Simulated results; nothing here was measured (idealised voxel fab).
process module | voxel released beams
cross-section cut | 155 nm wide | cells 5 nm
A cross-section is a grid of square cells, given in bands from the top down. A band is one or more rows of cells.
Each band's line starts with the height of the band's top and of its bottom, in nm. Then come its materials from left to right, each with its width in nm. One material with "throughout" fills the band from edge to edge. "air" is empty space.
Height 0 is the level under which the wafer as received is all one material. The lowest band goes on downwards, as in "0 down".
A width such as "30 to 40" changes by the same amount from each row of cells to the next, from the band's top row to its bottom row.
"no change" after a step means that no cell of the cross-section changed.
closed voids: empty space of 8 cells or more with no open way to the top, each as width x height at its distance from the left edge, in nm
after a step's settings: what the simulator itself notes on the step
overlay nm, on a step with a mask: how far to the right of its planned place the mask lay; to the left if negative
plan
1 op RECEIVE | material Si
2 op CONFORMAL_DEP | material SiN | thk nm 10
3 op DIRECTIONAL_DEP | material SiO2 | thk nm 20
4 op PATTERN | tone open | mask id ANCHOR | material resist | width nm 45 | thk nm 20 | overlay nm 0
5 op DIRECTIONAL_ETCH | etch materials SiO2 | depth nm 20
6 op STRIP | etch materials resist
7 op CONFORMAL_DEP | material TiN | thk nm 15
8 op MASKED_ETCH | tone cover | mask id BEAM | width nm 110 | etch materials TiN | depth nm 15 | overlay nm -5
9 op STRIP | etch materials SiO2
varied across the wafers: overlay nm of step 8. The plan shows the first wafer's value. All wafers start alike
first wafer as received, after step 1
  0 down: Si throughout
  closed voids: none
each wafer at the end: cells of each material gained (+) or lost (-) since it was received, then its closed voids
overlay nm -5 | +62 SiN | +90 TiN | closed voids: none
overlay nm 0 | +62 SiN | +90 TiN | closed voids: none
overlay nm 5 | +62 SiN | +90 TiN | closed voids: none
overlay nm 10 | +62 SiN | +90 TiN | closed voids: none
